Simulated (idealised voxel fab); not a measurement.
process module | voxel trench capacitor
cross-section cut | 215 nm wide | cells 5 nm
A cross-section is a grid of square cells, given in bands from the top down. A band is one or more rows of cells.
Each band's line starts with the height of the band's top and of its bottom, in nm. Then come its materials from left to right, each with its width in nm. One material with "throughout" fills the band from edge to edge. "air" is empty space.
Height 0 is the level under which the wafer as received is all one material. The lowest band goes on downwards, as in "0 down".
A width such as "30 to 40" changes by the same amount from each row of cells to the next, from the band's top row to its bottom row.
"no change" after a step means that no cell of the cross-section changed.
closed voids: empty space of 8 cells or more with no open way to the top, each as width x height at its distance from the left edge, in nm
after a step's settings: what the simulator itself notes on the step
overlay nm, on a step with a mask: how far to the right of its planned place the mask lay; to the left if negative
plan
1 op RECEIVE | material Si
2 op CONFORMAL_DEP | material SiN | thk nm 10
3 op DIRECTIONAL_DEP | material aC | thk nm 15
4 op PATTERN | tone open | mask id TRENCH | material resist | width nm 30 | pitch nm 50 | thk nm 30 | overlay nm 0
5 op DIRECTIONAL_ETCH | etch materials aC | depth nm 15
6 op STRIP | etch materials resist
7 op DIRECTIONAL_ETCH | etch materials SiN | depth nm 10
8 op DIRECTIONAL_ETCH | etch materials Si | depth nm 35
9 op STRIP | etch materials aC
10 op CONFORMAL_DEP | material HfO2 | thk nm 5
11 op CONFORMAL_DEP | material TiN | thk nm 5
12 op FILL_DEP | material W | thk nm 10
13 op CMP | height nm 10
as received, after step 1
  0 down: Si throughout
  closed voids: none
first wafer at the end, as planned
  10 to 0: SiN 15 | HfO2 5 | TiN 5 | W 10 | TiN 5 | HfO2 5 | SiN 20 | HfO2 5 | TiN 5 | W 10 | TiN 5 | HfO2 5 | SiN 20 | HfO2 5 | TiN 5 | W 10 | TiN 5 | HfO2 5 | SiN 20 | HfO2 5 | TiN 5 | W 10 | TiN 5 | HfO2 5 | SiN 20
  0 to -25: Si 15 | HfO2 5 | TiN 5 | W 10 | TiN 5 | HfO2 5 | Si 20 | HfO2 5 | TiN 5 | W 10 | TiN 5 | HfO2 5 | Si 20 | HfO2 5 | TiN 5 | W 10 | TiN 5 | HfO2 5 | Si 20 | HfO2 5 | TiN 5 | W 10 | TiN 5 | HfO2 5 | Si 20
  -25 to -30: Si 15 | HfO2 5 | TiN 20 | HfO2 5 | Si 20 | HfO2 5 | TiN 20 | HfO2 5 | Si 20 | HfO2 5 | TiN 20 | HfO2 5 | Si 20 | HfO2 5 | TiN 20 | HfO2 5 | Si 20
  -30 to -35: Si 15 | HfO2 30 | Si 20 | HfO2 30 | Si 20 | HfO2 30 | Si 20 | HfO2 30 | Si 20
  -35 down: Si throughout
  closed voids: none
second wafer at the end: like start, like plan, one mistake
  30 to 20: W throughout
  20 to 15: TiN 25 | W 10 | TiN 40 | W 10 | TiN 40 | W 10 | TiN 40 | W 10 | TiN 30
  15 to 10: HfO2 20 | TiN 5 | W 10 | TiN 5 | HfO2 30 | TiN 5 | W 10 | TiN 5 | HfO2 30 | TiN 5 | W 10 | TiN 5 | HfO2 30 | TiN 5 | W 10 | TiN 5 | HfO2 25
  10 to 0: SiN 15 | HfO2 5 | TiN 5 | W 10 | TiN 5 | HfO2 5 | SiN 20 | HfO2 5 | TiN 5 | W 10 | TiN 5 | HfO2 5 | SiN 20 | HfO2 5 | TiN 5 | W 10 | TiN 5 | HfO2 5 | SiN 20 | HfO2 5 | TiN 5 | W 10 | TiN 5 | HfO2 5 | SiN 20
  0 to -25: Si 15 | HfO2 5 | TiN 5 | W 10 | TiN 5 | HfO2 5 | Si 20 | HfO2 5 | TiN 5 | W 10 | TiN 5 | HfO2 5 | Si 20 | HfO2 5 | TiN 5 | W 10 | TiN 5 | HfO2 5 | Si 20 | HfO2 5 | TiN 5 | W 10 | TiN 5 | HfO2 5 | Si 20
  -25 to -30: Si 15 | HfO2 5 | TiN 20 | HfO2 5 | Si 20 | HfO2 5 | TiN 20 | HfO2 5 | Si 20 | HfO2 5 | TiN 20 | HfO2 5 | Si 20 | HfO2 5 | TiN 20 | HfO2 5 | Si 20
  -30 to -35: Si 15 | HfO2 30 | Si 20 | HfO2 30 | Si 20 | HfO2 30 | Si 20 | HfO2 30 | Si 20
  -35 down: Si throughout
  closed voids: none
what went wrong: step 13 was left out
at the end the second wafer has, in cells: 27 more of HfO2 | 43 more of TiN | 102 more of W
